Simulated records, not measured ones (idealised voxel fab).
process module | voxel transistor to metal
We display cut, a cross-section 295 nm in width whose square cells are each 5 nm.
A cross-section is written here as square cells arranged in a grid, and it is given in bands from the top down, each band taking up one or more rows of cells. The entry gives the band's vertical extent as a top height and a bottom height in nm, then its horizontal make-up as materials from left to right, each with a width in nm. "empty" stands for empty space; a single material marked "everywhere" fills the band edge to edge. Height datum 0, below which the as-received substrate wafer is one material. Lowest band open at the bottom, running downward: "0 -> down". So if you see something like "30 to 40" for the width, read it as the top row of the band sitting at the first number and the bottom row at the second, with every row in between moving by the same amount as the last. Take "remains unaltered" at face value: in the step it is given for, the cross-section changed in none of its cells. "Closed void table": empty spaces of 8 cells or more with no open way to the top, each given as width x height at distance, distance from the left edge, all in nm. Whatever follows a step's settings on its line is a remark the simulator itself makes about that step. "overlay nm" denotes, for a step that has a mask, the displacement of the mask to the right of its planned place, with negative values corresponding to the left. Read each pair as before and after one process step. The after cross-section shows only down to the lowest band that changed. The step between them and its settings are given below the pair. Pairs can come from different runs of this module on the same starting wafer. A pair continues from the pair above only where its "Ahead of processing" entry says so.
Ahead of processing
- 130 -> 120  Ru everywhere
- 120 -> 115  30 TiN  10 Ru  130 TiN  10 Ru  115 TiN
- 115 -> 105  25 lowk  5 TiN  10 Ru  5 TiN  120 lowk  5 TiN  10 Ru  5 TiN  110 lowk
- 105 -> 100  25 lowk  5 TiN  5 Ru  10 TiN  120 lowk  5 TiN  5 Ru  10 TiN  110 lowk
- 100 -> 85  25 lowk  5 TiN  5 Ru  5 TiN  125 lowk  5 TiN  5 Ru  5 TiN  115 lowk
- 85 -> 80  25 SiCN  15 TiN  125 SiCN  15 TiN  115 SiCN
- 80 -> 65  25 SiO2  20 Ru  60 SiO2  20 Ru  40 SiO2  20 Ru  60 SiO2  20 Ru  30 SiO2
- 65 -> 60  25 SiO2  20 TiN  60 SiO2  20 TiN  40 SiO2  20 TiN  60 SiO2  20 TiN  30 SiO2
- 60 -> 50  25 SiO2  5 TiN  25 Ru  5 TiN  30 SiO2  5 TiN  25 Ru  5 TiN  40 SiO2  5 TiN  25 Ru  5 TiN  30 SiO2  5 TiN  25 Ru  5 TiN  30 SiO2
- 50 -> 45  25 SiO2  5 TiN  20 Ru  10 TiN  30 SiO2  10 TiN  20 Ru  5 TiN  40 SiO2  5 TiN  20 Ru  10 TiN  30 SiO2  10 TiN  20 Ru  5 TiN  30 SiO2
- 45 -> 30  25 SiO2  5 TiN  20 Ru  5 TiN  5 SiN  5 SiO2  20 SiCN  5 SiO2  5 SiN  5 TiN  20 Ru  5 TiN  40 SiO2  5 TiN  20 Ru  5 TiN  5 SiN  5 SiO2  20 SiCN  5 SiO2  5 SiN  5 TiN  20 Ru  5 TiN  30 SiO2
- 30 -> 5  25 SiO2  5 TiN  20 Ru  5 TiN  5 SiN  5 SiO2  20 polySi  5 SiO2  5 SiN  5 TiN  20 Ru  5 TiN  40 SiO2  5 TiN  20 Ru  5 TiN  5 SiN  5 SiO2  20 polySi  5 SiO2  5 SiN  5 TiN  20 Ru  5 TiN  30 SiO2
- 5 -> 0  20 SiO2  5 SiN  30 TiN  5 SiN  5 SiO2  20 polySi  5 SiO2  5 SiN  30 TiN  5 SiN  30 SiO2  5 SiN  30 TiN  5 SiN  5 SiO2  20 polySi  5 SiO2  5 SiN  30 TiN  5 SiN  25 SiO2
- 0 -> -5  25 SiO2  30 nSi  40 SiO2  30 nSi  40 SiO2  30 nSi  40 SiO2  30 nSi  30 SiO2
- -5 -> -40  25 SiO2  100 Si  40 SiO2  100 Si  30 SiO2
- -40 -> down  Si everywhere
- Closed void table: none
Sectional Result
- 135 -> 130  SiN everywhere
- Under the height 130 nothing was changed.
- Closed void table: none
The step carried out between the cross-section before it and the cross-section after it, both shown above, is op CONFORMAL_DEP | material SiN | thk nm 5
Ahead of processing
- 50 -> 45  15 SiCN  120 empty  20 SiCN  120 empty  20 SiCN
- 45 -> 35  SiCN everywhere
- 35 -> 30  15 polySi  120 SiCN  20 polySi  120 SiCN  20 polySi
- 30 -> 5  polySi everywhere
- 5 -> 0  15 SiO2  120 polySi  20 SiO2  120 polySi  20 SiO2
- 0 -> -5  SiO2 everywhere
- -5 -> -40  25 SiO2  100 Si  40 SiO2  100 Si  30 SiO2
- -40 -> down  Si everywhere
- Closed void table: none
Sectional Result
- 65 -> 60  15 SiCN  120 empty  20 SiCN  120 empty  20 SiCN
- 60 -> 35  SiCN everywhere
- Under the height 35 nothing was changed.
- Closed void table: none
The step carried out between the cross-section before it and the cross-section after it, both shown above, is op DIRECTIONAL_DEP | material SiCN | thk nm 15
Ahead of processing: check the pair just above; its after cross-section is our before state.
Sectional Result
- 60 -> 40  65 empty  20 SiCN  120 empty  20 SiCN  70 empty
- 40 -> 35  15 SiCN  50 empty  20 SiCN  50 empty  20 SiCN  50 empty  20 SiCN  50 empty  20 SiCN
- Under the height 35 nothing was changed.
- Closed void table: none
The step carried out between the cross-section before it and the cross-section after it, both shown above, is op MASKED_ETCH | tone cover | mask id GATE | width nm 20 | pitch nm 140 | etch materials SiCN | depth nm 25 | overlay nm 0
Ahead of processing: check the pair just above; its after cross-section is our before state.
Sectional Result
- 65 -> 60  60 empty  30 SiO2  110 empty  30 SiO2  65 empty
- 60 -> 45  60 empty  5 SiO2  20 SiCN  5 SiO2  110 empty  5 SiO2  20 SiCN  5 SiO2  65 empty
- 45 -> 40  20 SiO2  40 empty  5 SiO2  20 SiCN  5 SiO2  40 empty  30 SiO2  40 empty  5 SiO2  20 SiCN  5 SiO2  40 empty  25 SiO2
- 40 -> 35  15 SiCN  50 SiO2  20 SiCN  50 SiO2  20 SiCN  50 SiO2  20 SiCN  50 SiO2  20 SiCN
- Under the height 35 nothing was changed.
- Closed void table: none
The step carried out between the cross-section before it and the cross-section after it, both shown above, is op CONFORMAL_DEP | material SiO2 | thk nm 5
Ahead of processing: check the pair just above; its after cross-section is our before state.
Sectional Result
- 60 -> 40  60 empty  5 SiO2  20 SiCN  5 SiO2  110 empty  5 SiO2  20 SiCN  5 SiO2  65 empty
- 40 -> 35  15 SiCN  5 SiO2  40 empty  5 SiO2  20 SiCN  5 SiO2  40 empty  5 SiO2  20 SiCN  5 SiO2  40 empty  5 SiO2  20 SiCN  5 SiO2  40 empty  5 SiO2  20 SiCN
- Under the height 35 nothing was changed.
- Closed void table: none
The step carried out between the cross-section before it and the cross-section after it, both shown above, is op DIRECTIONAL_ETCH | etch materials SiO2 | depth nm 5
Ahead of processing: check the pair just above; its after cross-section is our before state.
Sectional Result
- 65 -> 60  55 empty  40 SiN  100 empty  40 SiN  60 empty
- 60 -> 45  55 empty  5 SiN  5 SiO2  20 SiCN  5 SiO2  5 SiN  100 empty  5 SiN  5 SiO2  20 SiCN  5 SiO2  5 SiN  60 empty
- 45 -> 40  25 SiN  30 empty  5 SiN  5 SiO2  20 SiCN  5 SiO2  5 SiN  30 empty  40 SiN  30 empty  5 SiN  5 SiO2  20 SiCN  5 SiO2  5 SiN  30 empty  30 SiN
- 40 -> 35  15 SiCN  5 SiO2  40 SiN  5 SiO2  20 SiCN  5 SiO2  40 SiN  5 SiO2  20 SiCN  5 SiO2  40 SiN  5 SiO2  20 SiCN  5 SiO2  40 SiN  5 SiO2  20 SiCN
- Under the height 35 nothing was changed.
- Closed void table: none
The step carried out between the cross-section before it and the cross-section after it, both shown above, is op CONFORMAL_DEP | material SiN | thk nm 5
Ahead of processing: check the pair just above; its after cross-section is our before state.
Sectional Result
- 60 -> 40  55 empty  5 SiN  5 SiO2  20 SiCN  5 SiO2  5 SiN  100 empty  5 SiN  5 SiO2  20 SiCN  5 SiO2  5 SiN  60 empty
- 40 -> 35  15 SiCN  5 SiO2  5 SiN  30 empty  5 SiN  5 SiO2  20 SiCN  5 SiO2  5 SiN  30 empty  5 SiN  5 SiO2  20 SiCN  5 SiO2  5 SiN  30 empty  5 SiN  5 SiO2  20 SiCN  5 SiO2  5 SiN  30 empty  5 SiN  5 SiO2  20 SiCN
- Under the height 35 nothing was changed.
- Closed void table: none
The step carried out between the cross-section before it and the cross-section after it, both shown above, is op DIRECTIONAL_ETCH | etch materials SiN | depth nm 5
Ahead of processing: check the pair just above; its after cross-section is our before state.
Sectional Result
- 60 -> 55  55 empty  5 SiN  5 empty  20 SiCN  5 empty  5 SiN  100 empty  5 SiN  5 empty  20 SiCN  5 empty  5 SiN  60 empty
- 55 -> 40  55 empty  5 SiN  5 SiO2  20 SiCN  5 SiO2  5 SiN  100 empty  5 SiN  5 SiO2  20 SiCN  5 SiO2  5 SiN  60 empty
- 40 -> 35  15 SiCN  5 empty  5 SiN  30 empty  5 SiN  5 SiO2  20 SiCN  5 SiO2  5 SiN  30 empty  5 SiN  5 empty  20 SiCN  5 empty  5 SiN  30 empty  5 SiN  5 SiO2  20 SiCN  5 SiO2  5 SiN  30 empty  5 SiN  5 empty  20 SiCN
- Under the height 35 nothing was changed.
- Closed void table: none
The step carried out between the cross-section before it and the cross-section after it, both shown above, is op DIRECTIONAL_ETCH | etch materials SiO2 | depth nm 5
Ahead of processing: check the pair just above; its after cross-section is our before state.
Sectional Result
- 65 -> 60  SiO2 everywhere
- 60 -> 40  55 SiO2  5 SiN  5 SiO2  20 SiCN  5 SiO2  5 SiN  100 SiO2  5 SiN  5 SiO2  20 SiCN  5 SiO2  5 SiN  60 SiO2
- 40 -> 35  15 SiCN  5 SiO2  5 SiN  30 SiO2  5 SiN  5 SiO2  20 SiCN  5 SiO2  5 SiN  30 SiO2  5 SiN  5 SiO2  20 SiCN  5 SiO2  5 SiN  30 SiO2  5 SiN  5 SiO2  20 SiCN  5 SiO2  5 SiN  30 SiO2  5 SiN  5 SiO2  20 SiCN
- Under the height 35 nothing was changed.
- Closed void table: none
The step carried out between the cross-section before it and the cross-section after it, both shown above, is op FILL_DEP | material SiO2 | thk nm 5
Ahead of processing: check the pair just above; its after cross-section is our before state.
Sectional Result
- 45 -> 40  55 SiO2  5 SiN  5 SiO2  20 SiCN  5 SiO2  5 SiN  100 SiO2  5 SiN  5 SiO2  20 SiCN  5 SiO2  5 SiN  60 SiO2
- Under the height 40 nothing was changed.
- Closed void table: none
The step carried out between the cross-section before it and the cross-section after it, both shown above, is op CMP | height nm 45
Ahead of processing: check the pair just above; its after cross-section is our before state.
Sectional Result
- 60 -> 45  SiO2 everywhere
- Under the height 45 nothing was changed.
- Closed void table: none
The step carried out between the cross-section before it and the cross-section after it, both shown above, is op DIRECTIONAL_DEP | material SiO2 | thk nm 15
Ahead of processing: check the pair just above; its after cross-section is our before state.
Sectional Result
- 75 -> 60  25 resist  35 empty  30 resist  35 empty  40 resist  35 empty  30 resist  35 empty  30 resist
- Under the height 60 nothing was changed.
- Closed void table: none
The step carried out between the cross-section before it and the cross-section after it, both shown above, is op PATTERN | tone open | mask id CONTACT | material resist | width nm 35 | thk nm 15 | overlay nm 0
Ahead of processing: check the pair just above; its after cross-section is our before state.
Sectional Result
- 75 -> 60  25 resist  35 empty  30 resist  35 empty  40 resist  35 empty  30 resist  35 empty  30 resist
- 60 -> 45  25 SiO2  35 empty  30 SiO2  35 empty  40 SiO2  35 empty  30 SiO2  35 empty  30 SiO2
- 45 -> 40  25 SiO2  30 empty  5 SiN  5 SiO2  20 SiCN  5 SiO2  5 SiN  30 empty  40 SiO2  30 empty  5 SiN  5 SiO2  20 SiCN  5 SiO2  5 SiN  30 empty  30 SiO2
- 40 -> 35  15 SiCN  5 SiO2  5 SiN  30 empty  5 SiN  5 SiO2  20 SiCN  5 SiO2  5 SiN  30 empty  5 SiN  5 SiO2  20 SiCN  5 SiO2  5 SiN  30 empty  5 SiN  5 SiO2  20 SiCN  5 SiO2  5 SiN  30 empty  5 SiN  5 SiO2  20 SiCN
- Under the height 35 nothing was changed.
- Closed void table: none
The step carried out between the cross-section before it and the cross-section after it, both shown above, is op DIRECTIONAL_ETCH | etch materials SiO2 | depth nm 60
Ahead of processing: check the pair just above; its after cross-section is our before state.
Sectional Result
- 60 -> 45  25 SiO2  35 empty  30 SiO2  35 empty  40 SiO2  35 empty  30 SiO2  35 empty  30 SiO2
- Under the height 45 nothing was changed.
- Closed void table: none
The step carried out between the cross-section before it and the cross-section after it, both shown above, is op STRIP | etch materials resist
Ahead of processing: check the pair just above; its after cross-section is our before state.
Sectional Result
- 65 -> 60  30 TiN  25 empty  40 TiN  25 empty  50 TiN  25 empty  40 TiN  25 empty  35 TiN
- 60 -> 50  25 SiO2  5 TiN  25 empty  5 TiN  30 SiO2  5 TiN  25 empty  5 TiN  40 SiO2  5 TiN  25 empty  5 TiN  30 SiO2  5 TiN  25 empty  5 TiN  30 SiO2
- 50 -> 45  25 SiO2  5 TiN  20 empty  10 TiN  30 SiO2  10 TiN  20 empty  5 TiN  40 SiO2  5 TiN  20 empty  10 TiN  30 SiO2  10 TiN  20 empty  5 TiN  30 SiO2
- 45 -> 40  25 SiO2  5 TiN  20 empty  5 TiN  5 SiN  5 SiO2  20 SiCN  5 SiO2  5 SiN  5 TiN  20 empty  5 TiN  40 SiO2  5 TiN  20 empty  5 TiN  5 SiN  5 SiO2  20 SiCN  5 SiO2  5 SiN  5 TiN  20 empty  5 TiN  30 SiO2
- 40 -> 35  15 SiCN  5 SiO2  5 SiN  30 TiN  5 SiN  5 SiO2  20 SiCN  5 SiO2  5 SiN  30 TiN  5 SiN  5 SiO2  20 SiCN  5 SiO2  5 SiN  30 TiN  5 SiN  5 SiO2  20 SiCN  5 SiO2  5 SiN  30 TiN  5 SiN  5 SiO2  20 SiCN
- Under the height 35 nothing was changed.
- Closed void table: none
The step carried out between the cross-section before it and the cross-section after it, both shown above, is op CONFORMAL_DEP | material TiN | thk nm 5
Ahead of processing: check the pair just above; its after cross-section is our before state.
Sectional Result
- 70 -> 65  Ru everywhere
- 65 -> 60  30 TiN  25 Ru  40 TiN  25 Ru  50 TiN  25 Ru  40 TiN  25 Ru  35 TiN
- 60 -> 50  25 SiO2  5 TiN  25 Ru  5 TiN  30 SiO2  5 TiN  25 Ru  5 TiN  40 SiO2  5 TiN  25 Ru  5 TiN  30 SiO2  5 TiN  25 Ru  5 TiN  30 SiO2
- 50 -> 45  25 SiO2  5 TiN  20 Ru  10 TiN  30 SiO2  10 TiN  20 Ru  5 TiN  40 SiO2  5 TiN  20 Ru  10 TiN  30 SiO2  10 TiN  20 Ru  5 TiN  30 SiO2
- 45 -> 40  25 SiO2  5 TiN  20 Ru  5 TiN  5 SiN  5 SiO2  20 SiCN  5 SiO2  5 SiN  5 TiN  20 Ru  5 TiN  40 SiO2  5 TiN  20 Ru  5 TiN  5 SiN  5 SiO2  20 SiCN  5 SiO2  5 SiN  5 TiN  20 Ru  5 TiN  30 SiO2
- Under the height 40 nothing was changed.
- Closed void table: none
The step carried out between the cross-section before it and the cross-section after it, both shown above, is op FILL_DEP | material Ru | thk nm 5
Ahead of processing: check the pair just above; its after cross-section is our before state.
Sectional Result
- 60 -> 50  25 SiO2  5 TiN  25 Ru  5 TiN  30 SiO2  5 TiN  25 Ru  5 TiN  40 SiO2  5 TiN  25 Ru  5 TiN  30 SiO2  5 TiN  25 Ru  5 TiN  30 SiO2
- Under the height 50 nothing was changed.
- Closed void table: none
The step carried out between the cross-section before it and the cross-section after it, both shown above, is op CMP | height nm 60
Ahead of processing: check the pair just above; its after cross-section is our before state.
Sectional Result
- 65 -> 60  TiN everywhere
- Under the height 60 nothing was changed.
- Closed void table: none
The step carried out between the cross-section before it and the cross-section after it, both shown above, is op DIRECTIONAL_DEP | material TiN | thk nm 5
Ahead of processing: check the pair just above; its after cross-section is our before state.
Sectional Result
- 80 -> 65  Ru everywhere
- Under the height 65 nothing was changed.
- Closed void table: none
The step carried out between the cross-section before it and the cross-section after it, both shown above, is op DIRECTIONAL_DEP | material Ru | thk nm 15
Ahead of processing: check the pair just above; its after cross-section is our before state.
Sectional Result
- 80 -> 65  25 empty  20 Ru  60 empty  20 Ru  40 empty  20 Ru  60 empty  20 Ru  30 empty
- Under the height 65 nothing was changed.
- Closed void table: none
The step carried out between the cross-section before it and the cross-section after it, both shown above, is op MASKED_ETCH | tone cover | mask id METAL_1 | width nm 20 | etch materials Ru | depth nm 15 | overlay nm 0
Ahead of processing: check the pair just above; its after cross-section is our before state.
Sectional Result
- 80 -> 65  25 empty  20 Ru  60 empty  20 Ru  40 empty  20 Ru  60 empty  20 Ru  30 empty
- 65 -> 60  25 empty  20 TiN  60 empty  20 TiN  40 empty  20 TiN  60 empty  20 TiN  30 empty
- Under the height 60 nothing was changed.
- Closed void table: none
The step carried out between the cross-section before it and the cross-section after it, both shown above, is op MASKED_ETCH | tone cover | mask id METAL_1 | width nm 20 | etch materials TiN | depth nm 5 | overlay nm 0
Ahead of processing: check the pair just above; its after cross-section is our before state.
Sectional Result
- 85 -> 80  SiO2 everywhere
- 80 -> 65  25 SiO2  20 Ru  60 SiO2  20 Ru  40 SiO2  20 Ru  60 SiO2  20 Ru  30 SiO2
- 65 -> 60  25 SiO2  20 TiN  60 SiO2  20 TiN  40 SiO2  20 TiN  60 SiO2  20 TiN  30 SiO2
- Under the height 60 nothing was changed.
- Closed void table: none
The step carried out between the cross-section before it and the cross-section after it, both shown above, is op FILL_DEP | material SiO2 | thk nm 5
Ahead of processing: check the pair just above; its after cross-section is our before state.
Sectional Result
- 80 -> 65  25 SiO2  20 Ru  60 SiO2  20 Ru  40 SiO2  20 Ru  60 SiO2  20 Ru  30 SiO2
- Under the height 65 nothing was changed.
- Closed void table: none
The step carried out between the cross-section before it and the cross-section after it, both shown above, is op CMP | height nm 80
Ahead of processing: check the pair just above; its after cross-section is our before state.
Sectional Result
- 85 -> 80  SiCN everywhere
- Under the height 80 nothing was changed.
- Closed void table: none
The step carried out between the cross-section before it and the cross-section after it, both shown above, is op CONFORMAL_DEP | material SiCN | thk nm 5
Ahead of processing: check the pair just above; its after cross-section is our before state.
Sectional Result
- 115 -> 85  lowk everywhere
- Under the height 85 nothing was changed.
- Closed void table: none
The step carried out between the cross-section before it and the cross-section after it, both shown above, is op DIRECTIONAL_DEP | material lowk | thk nm 30
Ahead of processing: check the pair just above; its after cross-section is our before state.
Sectional Result
- 125 -> 115  aC everywhere
- Under the height 115 nothing was changed.
- Closed void table: none
The step carried out between the cross-section before it and the cross-section after it, both shown above, is op DIRECTIONAL_DEP | material aC | thk nm 10
Ahead of processing: check the pair just above; its after cross-section is our before state.
Sectional Result
- 155 -> 125  25 resist  20 empty  120 resist  20 empty  110 resist
- Under the height 125 nothing was changed.
- Closed void table: none
The step carried out between the cross-section before it and the cross-section after it, both shown above, is op PATTERN | tone open | mask id METAL_2 | material resist | width nm 20 | pitch nm 140 | thk nm 30 | overlay nm 0
Ahead of processing: check the pair just above; its after cross-section is our before state.
Sectional Result
- 145 -> 125  25 resist  20 empty  120 resist  20 empty  110 resist
- 125 -> 115  25 aC  20 empty  120 aC  20 empty  110 aC
- Under the height 115 nothing was changed.
- Closed void table: none
The step carried out between the cross-section before it and the cross-section after it, both shown above, is op DIRECTIONAL_ETCH | etch materials aC | depth nm 10
Ahead of processing: check the pair just above; its after cross-section is our before state.
Sectional Result
- 125 -> 115  25 aC  20 empty  120 aC  20 empty  110 aC
- Under the height 115 nothing was changed.
- Closed void table: none
The step carried out between the cross-section before it and the cross-section after it, both shown above, is op STRIP | etch materials resist
Ahead of processing: check the pair just above; its after cross-section is our before state.
Sectional Result
- 125 -> 115  25 aC  20 empty  120 aC  20 empty  110 aC
- 115 -> 100  25 lowk  20 empty  120 lowk  20 empty  110 lowk
- Under the height 100 nothing was changed.
- Closed void table: none
The step carried out between the cross-section before it and the cross-section after it, both shown above, is op DIRECTIONAL_ETCH | etch materials lowk | depth nm 15
Ahead of processing: check the pair just above; its after cross-section is our before state.
Sectional Result
- 115 -> 100  25 lowk  20 empty  120 lowk  20 empty  110 lowk
- Under the height 100 nothing was changed.
- Closed void table: none
The step carried out between the cross-section before it and the cross-section after it, both shown above, is op STRIP | etch materials aC
Ahead of processing: check the pair just above; its after cross-section is our before state.
Sectional Result
- 130 -> 115  25 resist  15 empty  125 resist  15 empty  115 resist
- 115 -> 100  25 lowk  15 empty  5 resist  120 lowk  15 empty  5 resist  110 lowk
- Under the height 100 nothing was changed.
- Closed void table: none
The step carried out between the cross-section before it and the cross-section after it, both shown above, is op PATTERN | tone open | mask id METAL_2_HOLES | material resist | width nm 15 | pitch nm 140 | thk nm 15 | overlay nm 0
Ahead of processing: check the pair just above; its after cross-section is our before state.
Sectional Result
- 130 -> 115  25 resist  15 empty  125 resist  15 empty  115 resist
- 115 -> 100  25 lowk  15 empty  5 resist  120 lowk  15 empty  5 resist  110 lowk
- 100 -> 85  25 lowk  15 empty  125 lowk  15 empty  115 lowk
- Under the height 85 nothing was changed.
- Closed void table: none
The step carried out between the cross-section before it and the cross-section after it, both shown above, is op DIRECTIONAL_ETCH | etch materials lowk | depth nm 15
Ahead of processing: check the pair just above; its after cross-section is our before state.
Sectional Result
- 130 -> 115  25 resist  15 empty  125 resist  15 empty  115 resist
- 115 -> 100  25 lowk  15 empty  5 resist  120 lowk  15 empty  5 resist  110 lowk
- 100 -> 85  25 lowk  15 empty  125 lowk  15 empty  115 lowk
- 85 -> 80  25 SiCN  15 empty  125 SiCN  15 empty  115 SiCN
- Under the height 80 nothing was changed.
- Closed void table: none
The step carried out between the cross-section before it and the cross-section after it, both shown above, is op DIRECTIONAL_ETCH | etch materials SiCN | depth nm 5
Ahead of processing: check the pair just above; its after cross-section is our before state.
Sectional Result
- 115 -> 100  25 lowk  20 empty  120 lowk  20 empty  110 lowk
- Under the height 100 nothing was changed.
- Closed void table: none
The step carried out between the cross-section before it and the cross-section after it, both shown above, is op STRIP | etch materials resist
Ahead of processing: check the pair just above; its after cross-section is our before state.
Sectional Result
- 120 -> 115  30 TiN  10 empty  130 TiN  10 empty  115 TiN
- 115 -> 105  25 lowk  5 TiN  10 empty  5 TiN  120 lowk  5 TiN  10 empty  5 TiN  110 lowk
- 105 -> 100  25 lowk  5 TiN  5 empty  10 TiN  120 lowk  5 TiN  5 empty  10 TiN  110 lowk
- 100 -> 85  25 lowk  5 TiN  5 empty  5 TiN  125 lowk  5 TiN  5 empty  5 TiN  115 lowk
- 85 -> 80  25 SiCN  15 TiN  125 SiCN  15 TiN  115 SiCN
- Under the height 80 nothing was changed.
- Closed void table: none
The step carried out between the cross-section before it and the cross-section after it, both shown above, is op CONFORMAL_DEP | material TiN | thk nm 5
Ahead of processing: check the pair just above; its after cross-section is our before state.
Sectional Result
- 130 -> 120  Ru everywhere
- 120 -> 115  30 TiN  10 Ru  130 TiN  10 Ru  115 TiN
- 115 -> 105  25 lowk  5 TiN  10 Ru  5 TiN  120 lowk  5 TiN  10 Ru  5 TiN  110 lowk
- 105 -> 100  25 lowk  5 TiN  5 Ru  10 TiN  120 lowk  5 TiN  5 Ru  10 TiN  110 lowk
- 100 -> 85  25 lowk  5 TiN  5 Ru  5 TiN  125 lowk  5 TiN  5 Ru  5 TiN  115 lowk
- Under the height 85 nothing was changed.
- Closed void table: none
The step carried out between the cross-section before it and the cross-section after it, both shown above, is op FILL_DEP | material Ru | thk nm 10
Ahead of processing: check the pair just above; its after cross-section is our before state.
Sectional Result
- 115 -> 105  25 lowk  5 TiN  10 Ru  5 TiN  120 lowk  5 TiN  10 Ru  5 TiN  110 lowk
- Under the height 105 nothing was changed.
- Closed void table: none
The step carried out between the cross-section before it and the cross-section after it, both shown above, is op CMP | height nm 115
Ahead of processing: check the pair just above; its after cross-section is our before state.
Sectional Result
- 120 -> 115  SiN everywhere
- Under the height 115 nothing was changed.
- Closed void table: none
The step carried out between the cross-section before it and the cross-section after it, both shown above, is op CONFORMAL_DEP | material SiN | thk nm 5
Ahead of processing
- 115 -> 100  25 lowk  20 empty  120 lowk  20 empty  110 lowk
- 100 -> 85  lowk everywhere
- 85 -> 80  SiCN everywhere
- 80 -> 65  25 SiO2  20 Ru  60 SiO2  20 Ru  40 SiO2  20 Ru  60 SiO2  20 Ru  30 SiO2
- 65 -> 60  25 SiO2  20 TiN  60 SiO2  20 TiN  40 SiO2  20 TiN  60 SiO2  20 TiN  30 SiO2
- 60 -> 50  25 SiO2  5 TiN  25 Ru  5 TiN  30 SiO2  5 TiN  25 Ru  5 TiN  40 SiO2  5 TiN  25 Ru  5 TiN  30 SiO2  5 TiN  25 Ru  5 TiN  30 SiO2
- 50 -> 45  25 SiO2  5 TiN  20 Ru  10 TiN  30 SiO2  10 TiN  20 Ru  5 TiN  40 SiO2  5 TiN  20 Ru  10 TiN  30 SiO2  10 TiN  20 Ru  5 TiN  30 SiO2
- 45 -> 30  25 SiO2  5 TiN  20 Ru  5 TiN  5 SiN  5 SiO2  20 SiCN  5 SiO2  5 SiN  5 TiN  20 Ru  5 TiN  40 SiO2  5 TiN  20 Ru  5 TiN  5 SiN  5 SiO2  20 SiCN  5 SiO2  5 SiN  5 TiN  20 Ru  5 TiN  30 SiO2
- 30 -> 5  25 SiO2  5 TiN  20 Ru  5 TiN  5 SiN  5 SiO2  20 polySi  5 SiO2  5 SiN  5 TiN  20 Ru  5 TiN  40 SiO2  5 TiN  20 Ru  5 TiN  5 SiN  5 SiO2  20 polySi  5 SiO2  5 SiN  5 TiN  20 Ru  5 TiN  30 SiO2
- 5 -> 0  20 SiO2  5 SiN  30 TiN  5 SiN  5 SiO2  20 polySi  5 SiO2  5 SiN  30 TiN  5 SiN  30 SiO2  5 SiN  30 TiN  5 SiN  5 SiO2  20 polySi  5 SiO2  5 SiN  30 TiN  5 SiN  25 SiO2
- 0 -> -5  25 SiO2  30 nSi  40 SiO2  30 nSi  40 SiO2  30 nSi  40 SiO2  30 nSi  30 SiO2
- -5 -> -40  25 SiO2  100 Si  40 SiO2  100 Si  30 SiO2
- -40 -> down  Si everywhere
- Closed void table: none
Sectional Result
- 100 -> 85  25 lowk  20 empty  120 lowk  20 empty  110 lowk
- Under the height 85 nothing was changed.
- Closed void table: none
The step carried out between the cross-section before it and the cross-section after it, both shown above, is op DIRECTIONAL_ETCH | etch materials lowk | depth nm 15
Ahead of processing: check the pair just above; its after cross-section is our before state.
Sectional Result
- 115 -> 100  25 resist  15 empty  125 resist  15 empty  115 resist
- 100 -> 85  25 lowk  15 empty  5 resist  120 lowk  15 empty  5 resist  110 lowk
- Under the height 85 nothing was changed.
- Closed void table: none
The step carried out between the cross-section before it and the cross-section after it, both shown above, is op PATTERN | tone open | mask id METAL_2_HOLES | material resist | width nm 15 | pitch nm 140 | thk nm 15 | overlay nm 0
Ahead of processing: check the pair just above; its after cross-section is our before state.
Sectional Result
- 115 -> 100  25 resist  15 empty  125 resist  15 empty  115 resist
- 100 -> 85  25 lowk  15 empty  5 resist  120 lowk  15 empty  5 resist  110 lowk
- 85 -> 80  25 SiCN  15 empty  125 SiCN  15 empty  115 SiCN
- Under the height 80 nothing was changed.
- Closed void table: none
The step carried out between the cross-section before it and the cross-section after it, both shown above, is op DIRECTIONAL_ETCH | etch materials SiCN | depth nm 5
Ahead of processing: check the pair just above; its after cross-section is our before state.
Sectional Result
- 100 -> 85  25 lowk  20 empty  120 lowk  20 empty  110 lowk
- Under the height 85 nothing was changed.
- Closed void table: none
The step carried out between the cross-section before it and the cross-section after it, both shown above, is op STRIP | etch materials resist
Ahead of processing: check the pair just above; its after cross-section is our before state.
Sectional Result
- 105 -> 100  30 TiN  10 empty  130 TiN  10 empty  115 TiN
- 100 -> 90  25 lowk  5 TiN  10 empty  5 TiN  120 lowk  5 TiN  10 empty  5 TiN  110 lowk
- 90 -> 85  25 lowk  5 TiN  5 empty  10 TiN  120 lowk  5 TiN  5 empty  10 TiN  110 lowk
- 85 -> 80  25 SiCN  15 TiN  125 SiCN  15 TiN  115 SiCN
- Under the height 80 nothing was changed.
- Closed void table: none
The step carried out between the cross-section before it and the cross-section after it, both shown above, is op CONFORMAL_DEP | material TiN | thk nm 5
Ahead of processing: check the pair just above; its after cross-section is our before state.
Sectional Result
- 115 -> 105  Ru everywhere
- 105 -> 100  30 TiN  10 Ru  130 TiN  10 Ru  115 TiN
- 100 -> 90  25 lowk  5 TiN  10 Ru  5 TiN  120 lowk  5 TiN  10 Ru  5 TiN  110 lowk
- 90 -> 85  25 lowk  5 TiN  5 Ru  10 TiN  120 lowk  5 TiN  5 Ru  10 TiN  110 lowk
- Under the height 85 nothing was changed.
- Closed void table: none
The step carried out between the cross-section before it and the cross-section after it, both shown above, is op FILL_DEP | material Ru | thk nm 10
Ahead of processing: check the pair just above; its after cross-section is our before state.
Sectional Result
- 120 -> 115  SiN everywhere
- Under the height 115 nothing was changed.
- Closed void table: none
The step carried out between the cross-section before it and the cross-section after it, both shown above, is op CONFORMAL_DEP | material SiN | thk nm 5
